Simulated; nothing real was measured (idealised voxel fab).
The name of this process module is voxel transistor to metal.
For reference, the cross-section in this document is cut, with width 190 nm and square cells of 5 nm.
In this document a cross-section is written as a grid of square cells. It is given as a series of bands, listed from the top down, and a band is one or more rows of cells. In this notation a band is specified by the heights of its top and bottom, in that order and in nm, after which its materials appear from left to right, each paired with its width in nm. The word "full width" attached to a single material means that material fills the band from edge to edge; the word "air" stands for empty space. Basically, 0 is our baseline, since under it the wafer straight out of the box is all one material. The bottom band has no lower end and keeps on going down, so it looks like "0 -> down". Think of "30..40" as a width that walks from the first number to the second as you go down the band, top row to bottom row, taking equal-sized steps from row to row. A step reported as "remained unchanged" is a step in which no cell of the cross-section changed. For the entry "Enclosed void listing", the listed items are empty spaces with no open way to the top whose size is 8 cells or more; each item follows the pattern width x height at distance, where distance is from the left edge and all three are in nm. Where a step's line continues beyond its settings, the continuation is a remark by the simulator itself on that step. "overlay nm" denotes, for a step that has a mask, the displacement of the mask to the right of its planned place, with negative values corresponding to the left.

## The steps planned for the process are as follows
1,RECEIVE | material Si
2,OXIDIZE | depth nm 5
3,CONFORMAL_DEP | material SiN | thk nm 15
4,PATTERN | tone cover | mask id ACTIVE | material resist | width nm 115 | thk nm 15 | overlay nm 0
5,DIRECTIONAL_ETCH | etch materials SiN | depth nm 15
6,DIRECTIONAL_ETCH | etch materials SiO2 | depth nm 5
7,DIRECTIONAL_ETCH | etch materials Si | depth nm 30
8,STRIP | etch materials resist
9,FILL_DEP | material SiO2 | thk nm 15
10,CMP | height nm 15
11,SELECTIVE_ETCH | etch materials SiO2 | depth nm 15
12,STRIP | etch materials SiN
13,SELECTIVE_ETCH | etch materials SiO2 | depth nm 5
14,OXIDIZE | depth nm 5
15,DIRECTIONAL_DEP | material polySi | thk nm 25
16,DIRECTIONAL_DEP | material SiCN | thk nm 10
17,DIRECTIONAL_DEP | material aC | thk nm 10
18,PATTERN | tone cover | mask id GATE | material resist | width nm 25 | thk nm 30 | overlay nm 0
19,DIRECTIONAL_ETCH | etch materials aC | depth nm 10
20,STRIP | etch materials resist
21,DIRECTIONAL_ETCH | etch materials SiCN | depth nm 20
22,DIRECTIONAL_ETCH | etch materials polySi | depth nm 35
23,STRIP | etch materials aC
24,CONFORMAL_DEP | material SiO2 | thk nm 5
25,DIRECTIONAL_ETCH | etch materials SiO2 | depth nm 5
26,CONFORMAL_DEP | material SiN | thk nm 5
27,DIRECTIONAL_ETCH | etch materials SiN | depth nm 5
28,DIRECTIONAL_ETCH | etch materials SiO2 | depth nm 5
29,DIRECTIONAL_ETCH | etch materials Si | depth nm 10
30,EPI | material SiGe | thk nm 10
31,FILL_DEP | material SiO2 | thk nm 5
32,CMP | height nm 30
33,DIRECTIONAL_DEP | material SiO2 | thk nm 15
34,DIRECTIONAL_DEP | material aC | thk nm 15
35,PATTERN | tone open | mask id CONTACT | material resist | width nm 30 | pitch nm 65 | thk nm 30 | overlay nm 0
36,DIRECTIONAL_ETCH | etch materials aC | depth nm 15
37,STRIP | etch materials resist
38,DIRECTIONAL_ETCH | etch materials SiO2 | depth nm 55
39,STRIP | etch materials aC
40,CONFORMAL_DEP | material TiN | thk nm 5
41,FILL_DEP | material Ru | thk nm 5
42,CMP | height nm 45
43,DIRECTIONAL_DEP | material TiN | thk nm 5
44,DIRECTIONAL_DEP | material Ru | thk nm 25
45,PATTERN | tone cover | mask id METAL_1 | material resist | width nm 20 | pitch nm 75 | thk nm 15 | overlay nm 0
46,DIRECTIONAL_ETCH | etch materials Ru | depth nm 25
47,DIRECTIONAL_ETCH | etch materials TiN | depth nm 5
48,STRIP | etch materials resist
49,FILL_DEP | material lowk | thk nm 10
50,CMP | height nm 75
51,CONFORMAL_DEP | material SiCN | thk nm 5
52,DIRECTIONAL_DEP | material SiO2 | thk nm 25
53,PATTERN | tone open | mask id METAL_2 | material resist | width nm 20 | pitch nm 75 | thk nm 20 | overlay nm 0
54,DIRECTIONAL_ETCH | etch materials SiO2 | depth nm 15
55,STRIP | etch materials resist
56,DIRECTIONAL_DEP | material aC | thk nm 15
57,PATTERN | tone open | mask id METAL_2_HOLES | material resist | width nm 15 | pitch nm 75 | thk nm 35 | overlay nm 0
58,DIRECTIONAL_ETCH | etch materials aC | depth nm 15
59,STRIP | etch materials resist
60,DIRECTIONAL_ETCH | etch materials SiO2 | depth nm 10
61,DIRECTIONAL_ETCH | etch materials SiCN | depth nm 5
62,STRIP | etch materials aC
63,CONFORMAL_DEP | material TiN | thk nm 5
64,FILL_DEP | material Cu | thk nm 5
65,CMP | height nm 105
66,CONFORMAL_DEP | material SiCN | thk nm 5

## As-received state of the wafer in cross-section, equivalent to post-step 1
  0 -> down: Si full width
  Enclosed void listing: none

## Here's the wafer cut in cross-section after the module, started and planned just like above, except one thing was done wrong in the run
  110 -> 105: SiCN full width
  105 -> 95: SiO2 45 nm | TiN 5 nm | Cu 10 nm | TiN 5 nm | SiO2 55 nm | TiN 5 nm | Cu 10 nm | TiN 5 nm | SiO2 50 nm
  95 -> 90: SiO2 45 nm | TiN 5 nm | Cu 5 nm | TiN 10 nm | SiO2 55 nm | TiN 5 nm | Cu 5 nm | TiN 10 nm | SiO2 50 nm
  90 -> 80: SiO2 45 nm | TiN 5 nm | Cu 5 nm | TiN 5 nm | SiO2 60 nm | TiN 5 nm | Cu 5 nm | TiN 5 nm | SiO2 55 nm
  80 -> 75: SiCN 45 nm | TiN 15 nm | SiCN 60 nm | TiN 15 nm | SiCN 55 nm
  75 -> 50: lowk 45 nm | Ru 20 nm | lowk 55 nm | Ru 20 nm | lowk 50 nm
  50 -> 45: lowk 45 nm | TiN 20 nm | lowk 55 nm | TiN 20 nm | lowk 50 nm
  45 -> 35: SiO2 45 nm | TiN 5 nm | Ru 20 nm | TiN 5 nm | SiO2 35 nm | TiN 5 nm | Ru 20 nm | TiN 5 nm | SiO2 50 nm
  35 -> 30: SiO2 45 nm | TiN 5 nm | Ru 15 nm | TiN 10 nm | SiO2 35 nm | TiN 10 nm | Ru 15 nm | TiN 5 nm | SiO2 50 nm
  30 -> 20: SiO2 45 nm | TiN 5 nm | Ru 15 nm | TiN 5 nm | SiN 5 nm | SiO2 5 nm | SiCN 25 nm | SiO2 5 nm | SiN 5 nm | TiN 5 nm | Ru 15 nm | TiN 5 nm | SiO2 50 nm
  20 -> 5: SiO2 45 nm | TiN 5 nm | Ru 15 nm | TiN 5 nm | SiN 5 nm | SiO2 5 nm | polySi 25 nm | SiO2 5 nm | SiN 5 nm | TiN 5 nm | Ru 15 nm | TiN 5 nm | SiO2 50 nm
  5 -> 0: SiO2 45 nm | TiN 5 nm | Ru 5 nm | TiN 15 nm | SiN 5 nm | SiO2 5 nm | polySi 25 nm | SiO2 5 nm | SiN 5 nm | TiN 15 nm | Ru 5 nm | TiN 5 nm | SiO2 50 nm
  0 -> -5: SiO2 45 nm | TiN 5 nm | Ru 5 nm | TiN 5 nm | SiGe 10 nm | SiN 5 nm | SiO2 5 nm | polySi 25 nm | SiO2 5 nm | SiN 5 nm | SiGe 10 nm | TiN 5 nm | Ru 5 nm | TiN 5 nm | SiO2 50 nm
  -5 -> -10: SiO2 25 nm | SiN 5 nm | SiO2 15 nm | TiN 15 nm | SiGe 10 nm | SiO2 45 nm | SiGe 10 nm | TiN 15 nm | SiO2 15 nm | SiN 5 nm | SiO2 30 nm
  -10 -> -20: SiO2 25 nm | SiN 5 nm | SiO2 10 nm | SiGe 30 nm | Si 45 nm | SiGe 30 nm | SiO2 10 nm | SiN 5 nm | SiO2 30 nm
  -20 -> -25: SiO2 40 nm | Si 105 nm | SiO2 45 nm
  -25 -> -35: SiO2 35 nm | Si 115 nm | SiO2 40 nm
  -35 -> down: Si full width
  Enclosed void listing: none
Finding, execution versus plan: the plan's step 11 ran twice
